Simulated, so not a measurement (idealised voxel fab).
process module | voxel gate over fins
cross-section cut | 225 nm wide | cells 5 nm
A cross-section is a grid of square cells, given in bands from the top down. A band is one or more rows of cells.
Each band's line starts with the height of the band's top and of its bottom, in nm. Then come its materials from left to right, each with its width in nm. One material with "throughout" fills the band from edge to edge. "air" is empty space.
Height 0 is the level under which the wafer as received is all one material. The lowest band goes on downwards, as in "0 down".
A width such as "30 to 40" changes by the same amount from each row of cells to the next, from the band's top row to its bottom row.
"no change" after a step means that no cell of the cross-section changed.
closed voids: empty space of 8 cells or more with no open way to the top, each as width x height at its distance from the left edge, in nm
after a step's settings: what the simulator itself notes on the step
overlay nm, on a step with a mask: how far to the right of its planned place the mask lay; to the left if negative
plan
1 op RECEIVE | material Si
2 op CONFORMAL_DEP | material SiN | thk nm 5
3 op PATTERN | tone cover | mask id FINS | material resist | width nm 15 | pitch nm 45 | thk nm 15 | overlay nm 0
4 op DIRECTIONAL_ETCH | etch materials SiN | depth nm 5
5 op DIRECTIONAL_ETCH | etch materials Si | depth nm 30
6 op STRIP | etch materials resist
7 op OXIDIZE | depth nm 5
8 op FILL_DEP | material SiO2 | thk nm 10
9 op CMP | height nm 5
10 op SELECTIVE_ETCH | etch materials SiO2 | depth nm 20
11 op STRIP | etch materials SiN
12 op CONFORMAL_DEP | material HfO2 | thk nm 5
13 op CONFORMAL_DEP | material TiN | thk nm 5
14 op CONFORMAL_DEP | material TiAl | thk nm 5
15 op CONFORMAL_DEP | material TiN | thk nm 5
16 op FILL_DEP | material W | thk nm 15
17 op CMP | height nm 30
18 op CONFORMAL_DEP | material SiCN | thk nm 5
first wafer, as planned
as received, after step 1
  0 down: Si throughout
  closed voids: none
after step 2
  5 to 0: SiN throughout
  below 0: unchanged
after step 3
  20 to 5: air 35 | resist 15 | air 30 | resist 15 | air 30 | resist 15 | air 30 | resist 15 | air 40
  below 5: unchanged
after step 4
  20 to 5: air 35 | resist 15 | air 30 | resist 15 | air 30 | resist 15 | air 30 | resist 15 | air 40
  5 to 0: air 35 | SiN 15 | air 30 | SiN 15 | air 30 | SiN 15 | air 30 | SiN 15 | air 40
  below 0: unchanged
after step 5
  20 to 5: air 35 | resist 15 | air 30 | resist 15 | air 30 | resist 15 | air 30 | resist 15 | air 40
  5 to 0: air 35 | SiN 15 | air 30 | SiN 15 | air 30 | SiN 15 | air 30 | SiN 15 | air 40
  0 to -30: air 35 | Si 15 | air 30 | Si 15 | air 30 | Si 15 | air 30 | Si 15 | air 40
  below -30: unchanged
after step 6
  5 to 0: air 35 | SiN 15 | air 30 | SiN 15 | air 30 | SiN 15 | air 30 | SiN 15 | air 40
  below 0: unchanged
after step 7
  5 to 0: air 35 | SiN 15 | air 30 | SiN 15 | air 30 | SiN 15 | air 30 | SiN 15 | air 40
  0 to -30: air 35 | SiO2 5 | Si 5 | SiO2 5 | air 30 | SiO2 5 | Si 5 | SiO2 5 | air 30 | SiO2 5 | Si 5 | SiO2 5 | air 30 | SiO2 5 | Si 5 | SiO2 5 | air 40
  -30 to -35: SiO2 40 | Si 5 | SiO2 40 | Si 5 | SiO2 40 | Si 5 | SiO2 40 | Si 5 | SiO2 45
  below -35: unchanged
after step 8
  15 to 5: SiO2 throughout
  5 to 0: SiO2 35 | SiN 15 | SiO2 30 | SiN 15 | SiO2 30 | SiN 15 | SiO2 30 | SiN 15 | SiO2 40
  0 to -35: SiO2 40 | Si 5 | SiO2 40 | Si 5 | SiO2 40 | Si 5 | SiO2 40 | Si 5 | SiO2 45
  below -35: unchanged
after step 9
  5 to 0: SiO2 35 | SiN 15 | SiO2 30 | SiN 15 | SiO2 30 | SiN 15 | SiO2 30 | SiN 15 | SiO2 40
  below 0: unchanged
after step 10
  5 to 0: air 35 | SiN 15 | air 30 | SiN 15 | air 30 | SiN 15 | air 30 | SiN 15 | air 40
  0 to -15: air 40 | Si 5 | air 40 | Si 5 | air 40 | Si 5 | air 40 | Si 5 | air 45
  below -15: unchanged
after step 11
  0 to -15: air 40 | Si 5 | air 40 | Si 5 | air 40 | Si 5 | air 40 | Si 5 | air 45
  below -15: unchanged
after step 12
  5 to 0: air 35 | HfO2 15 | air 30 | HfO2 15 | air 30 | HfO2 15 | air 30 | HfO2 15 | air 40
  0 to -10: air 35 | HfO2 5 | Si 5 | HfO2 5 | air 30 | HfO2 5 | Si 5 | HfO2 5 | air 30 | HfO2 5 | Si 5 | HfO2 5 | air 30 | HfO2 5 | Si 5 | HfO2 5 | air 40
  -10 to -15: HfO2 40 | Si 5 | HfO2 40 | Si 5 | HfO2 40 | Si 5 | HfO2 40 | Si 5 | HfO2 45
  below -15: unchanged
after step 13
  10 to 5: air 30 | TiN 25 | air 20 | TiN 25 | air 20 | TiN 25 | air 20 | TiN 25 | air 35
  5 to 0: air 30 | TiN 5 | HfO2 15 | TiN 5 | air 20 | TiN 5 | HfO2 15 | TiN 5 | air 20 | TiN 5 | HfO2 15 | TiN 5 | air 20 | TiN 5 | HfO2 15 | TiN 5 | air 35
  0 to -5: air 30 | TiN 5 | HfO2 5 | Si 5 | HfO2 5 | TiN 5 | air 20 | TiN 5 | HfO2 5 | Si 5 | HfO2 5 | TiN 5 | air 20 | TiN 5 | HfO2 5 | Si 5 | HfO2 5 | TiN 5 | air 20 | TiN 5 | HfO2 5 | Si 5 | HfO2 5 | TiN 5 | air 35
  -5 to -10: TiN 35 | HfO2 5 | Si 5 | HfO2 5 | TiN 30 | HfO2 5 | Si 5 | HfO2 5 | TiN 30 | HfO2 5 | Si 5 | HfO2 5 | TiN 30 | HfO2 5 | Si 5 | HfO2 5 | TiN 40
  below -10: unchanged
after step 14
  15 to 10: air 25 | TiAl 35 | air 10 | TiAl 35 | air 10 | TiAl 35 | air 10 | TiAl 35 | air 30
  10 to 5: air 25 | TiAl 5 | TiN 25 | TiAl 5 | air 10 | TiAl 5 | TiN 25 | TiAl 5 | air 10 | TiAl 5 | TiN 25 | TiAl 5 | air 10 | TiAl 5 | TiN 25 | TiAl 5 | air 30
  5 to 0: air 25 | TiAl 5 | TiN 5 | HfO2 15 | TiN 5 | TiAl 5 | air 10 | TiAl 5 | TiN 5 | HfO2 15 | TiN 5 | TiAl 5 | air 10 | TiAl 5 | TiN 5 | HfO2 15 | TiN 5 | TiAl 5 | air 10 | TiAl 5 | TiN 5 | HfO2 15 | TiN 5 | TiAl 5 | air 30
  0 to -5: TiAl 30 | TiN 5 | HfO2 5 | Si 5 | HfO2 5 | TiN 5 | TiAl 20 | TiN 5 | HfO2 5 | Si 5 | HfO2 5 | TiN 5 | TiAl 20 | TiN 5 | HfO2 5 | Si 5 | HfO2 5 | TiN 5 | TiAl 20 | TiN 5 | HfO2 5 | Si 5 | HfO2 5 | TiN 5 | TiAl 35
  below -5: unchanged
after step 15
  20 to 15: air 20 | TiN 180 | air 25
  15 to 10: air 20 | TiN 5 | TiAl 35 | TiN 10 | TiAl 35 | TiN 10 | TiAl 35 | TiN 10 | TiAl 35 | TiN 5 | air 25
  10 to 5: air 20 | TiN 5 | TiAl 5 | TiN 25 | TiAl 5 | TiN 10 | TiAl 5 | TiN 25 | TiAl 5 | TiN 10 | TiAl 5 | TiN 25 | TiAl 5 | TiN 10 | TiAl 5 | TiN 25 | TiAl 5 | TiN 5 | air 25
  5 to 0: TiN 25 | TiAl 5 | TiN 5 | HfO2 15 | TiN 5 | TiAl 5 | TiN 10 | TiAl 5 | TiN 5 | HfO2 15 | TiN 5 | TiAl 5 | TiN 10 | TiAl 5 | TiN 5 | HfO2 15 | TiN 5 | TiAl 5 | TiN 10 | TiAl 5 | TiN 5 | HfO2 15 | TiN 5 | TiAl 5 | TiN 30
  below 0: unchanged
after step 16
  35 to 20: W throughout
  20 to 15: W 20 | TiN 180 | W 25
  15 to 10: W 20 | TiN 5 | TiAl 35 | TiN 10 | TiAl 35 | TiN 10 | TiAl 35 | TiN 10 | TiAl 35 | TiN 5 | W 25
  10 to 5: W 20 | TiN 5 | TiAl 5 | TiN 25 | TiAl 5 | TiN 10 | TiAl 5 | TiN 25 | TiAl 5 | TiN 10 | TiAl 5 | TiN 25 | TiAl 5 | TiN 10 | TiAl 5 | TiN 25 | TiAl 5 | TiN 5 | W 25
  below 5: unchanged
after step 17
  30 to 20: W throughout
  below 20: unchanged
after step 18
  35 to 30: SiCN throughout
  below 30: unchanged
second wafer: like start, like plan, one mistake. Through step 2 it matches the first wafer
when step 3 should have ended
  20 to 5: air 30 | resist 25 | air 20 | resist 25 | air 20 | resist 25 | air 20 | resist 25 | air 35
  below 5: unchanged
when step 4 should have ended
  20 to 5: air 30 | resist 25 | air 20 | resist 25 | air 20 | resist 25 | air 20 | resist 25 | air 35
  5 to 0: air 30 | SiN 25 | air 20 | SiN 25 | air 20 | SiN 25 | air 20 | SiN 25 | air 35
  below 0: unchanged
when step 5 should have ended
  20 to 5: air 30 | resist 25 | air 20 | resist 25 | air 20 | resist 25 | air 20 | resist 25 | air 35
  5 to 0: air 30 | SiN 25 | air 20 | SiN 25 | air 20 | SiN 25 | air 20 | SiN 25 | air 35
  0 to -30: air 30 | Si 25 | air 20 | Si 25 | air 20 | Si 25 | air 20 | Si 25 | air 35
  below -30: unchanged
when step 6 should have ended
  5 to 0: air 30 | SiN 25 | air 20 | SiN 25 | air 20 | SiN 25 | air 20 | SiN 25 | air 35
  below 0: unchanged
when step 7 should have ended
  5 to 0: air 30 | SiN 25 | air 20 | SiN 25 | air 20 | SiN 25 | air 20 | SiN 25 | air 35
  0 to -30: air 30 | SiO2 5 | Si 15 | SiO2 5 | air 20 | SiO2 5 | Si 15 | SiO2 5 | air 20 | SiO2 5 | Si 15 | SiO2 5 | air 20 | SiO2 5 | Si 15 | SiO2 5 | air 35
  -30 to -35: SiO2 35 | Si 15 | SiO2 30 | Si 15 | SiO2 30 | Si 15 | SiO2 30 | Si 15 | SiO2 40
  below -35: unchanged
when step 8 should have ended
  15 to 5: SiO2 throughout
  5 to 0: SiO2 30 | SiN 25 | SiO2 20 | SiN 25 | SiO2 20 | SiN 25 | SiO2 20 | SiN 25 | SiO2 35
  0 to -35: SiO2 35 | Si 15 | SiO2 30 | Si 15 | SiO2 30 | Si 15 | SiO2 30 | Si 15 | SiO2 40
  below -35: unchanged
when step 9 should have ended
  5 to 0: SiO2 30 | SiN 25 | SiO2 20 | SiN 25 | SiO2 20 | SiN 25 | SiO2 20 | SiN 25 | SiO2 35
  below 0: unchanged
when step 10 should have ended
  5 to 0: air 30 | SiN 25 | air 20 | SiN 25 | air 20 | SiN 25 | air 20 | SiN 25 | air 35
  0 to -15: air 35 | Si 15 | air 30 | Si 15 | air 30 | Si 15 | air 30 | Si 15 | air 40
  below -15: unchanged
when step 11 should have ended
  0 to -15: air 35 | Si 15 | air 30 | Si 15 | air 30 | Si 15 | air 30 | Si 15 | air 40
  below -15: unchanged
when step 12 should have ended
  5 to 0: air 30 | HfO2 25 | air 20 | HfO2 25 | air 20 | HfO2 25 | air 20 | HfO2 25 | air 35
  0 to -10: air 30 | HfO2 5 | Si 15 | HfO2 5 | air 20 | HfO2 5 | Si 15 | HfO2 5 | air 20 | HfO2 5 | Si 15 | HfO2 5 | air 20 | HfO2 5 | Si 15 | HfO2 5 | air 35
  -10 to -15: HfO2 35 | Si 15 | HfO2 30 | Si 15 | HfO2 30 | Si 15 | HfO2 30 | Si 15 | HfO2 40
  below -15: unchanged
when step 13 should have ended
  10 to 5: air 25 | TiN 35 | air 10 | TiN 35 | air 10 | TiN 35 | air 10 | TiN 35 | air 30
  5 to 0: air 25 | TiN 5 | HfO2 25 | TiN 5 | air 10 | TiN 5 | HfO2 25 | TiN 5 | air 10 | TiN 5 | HfO2 25 | TiN 5 | air 10 | TiN 5 | HfO2 25 | TiN 5 | air 30
  0 to -5: air 25 | TiN 5 | HfO2 5 | Si 15 | HfO2 5 | TiN 5 | air 10 | TiN 5 | HfO2 5 | Si 15 | HfO2 5 | TiN 5 | air 10 | TiN 5 | HfO2 5 | Si 15 | HfO2 5 | TiN 5 | air 10 | TiN 5 | HfO2 5 | Si 15 | HfO2 5 | TiN 5 | air 30
  -5 to -10: TiN 30 | HfO2 5 | Si 15 | HfO2 5 | TiN 20 | HfO2 5 | Si 15 | HfO2 5 | TiN 20 | HfO2 5 | Si 15 | HfO2 5 | TiN 20 | HfO2 5 | Si 15 | HfO2 5 | TiN 35
  below -10: unchanged
when step 14 should have ended
  15 to 10: air 20 | TiAl 180 | air 25
  10 to 5: air 20 | TiAl 5 | TiN 35 | TiAl 10 | TiN 35 | TiAl 10 | TiN 35 | TiAl 10 | TiN 35 | TiAl 5 | air 25
  5 to 0: air 20 | TiAl 5 | TiN 5 | HfO2 25 | TiN 5 | TiAl 10 | TiN 5 | HfO2 25 | TiN 5 | TiAl 10 | TiN 5 | HfO2 25 | TiN 5 | TiAl 10 | TiN 5 | HfO2 25 | TiN 5 | TiAl 5 | air 25
  0 to -5: TiAl 25 | TiN 5 | HfO2 5 | Si 15 | HfO2 5 | TiN 5 | TiAl 10 | TiN 5 | HfO2 5 | Si 15 | HfO2 5 | TiN 5 | TiAl 10 | TiN 5 | HfO2 5 | Si 15 | HfO2 5 | TiN 5 | TiAl 10 | TiN 5 | HfO2 5 | Si 15 | HfO2 5 | TiN 5 | TiAl 30
  below -5: unchanged
when step 15 should have ended
  20 to 15: air 15 | TiN 190 | air 20
  15 to 10: air 15 | TiN 5 | TiAl 180 | TiN 5 | air 20
  10 to 5: air 15 | TiN 5 | TiAl 5 | TiN 35 | TiAl 10 | TiN 35 | TiAl 10 | TiN 35 | TiAl 10 | TiN 35 | TiAl 5 | TiN 5 | air 20
  5 to 0: TiN 20 | TiAl 5 | TiN 5 | HfO2 25 | TiN 5 | TiAl 10 | TiN 5 | HfO2 25 | TiN 5 | TiAl 10 | TiN 5 | HfO2 25 | TiN 5 | TiAl 10 | TiN 5 | HfO2 25 | TiN 5 | TiAl 5 | TiN 25
  below 0: unchanged
when step 16 should have ended
  35 to 20: W throughout
  20 to 15: W 15 | TiN 190 | W 20
  15 to 10: W 15 | TiN 5 | TiAl 180 | TiN 5 | W 20
  10 to 5: W 15 | TiN 5 | TiAl 5 | TiN 35 | TiAl 10 | TiN 35 | TiAl 10 | TiN 35 | TiAl 10 | TiN 35 | TiAl 5 | TiN 5 | W 20
  below 5: unchanged
when step 17 should have ended
  30 to 20: W throughout
  below 20: unchanged
when step 18 should have ended
  35 to 30: SiCN throughout
  below 30: unchanged
what went wrong: step 3 ran as: op PATTERN | tone cover | mask id FINS | material resist | width nm 25 | pitch nm 45 | thk nm 15 | overlay nm 0
at the end the second wafer has, in cells: 56 more of Si | 32 fewer of SiO2 | 18 fewer of TiN | 6 fewer of W
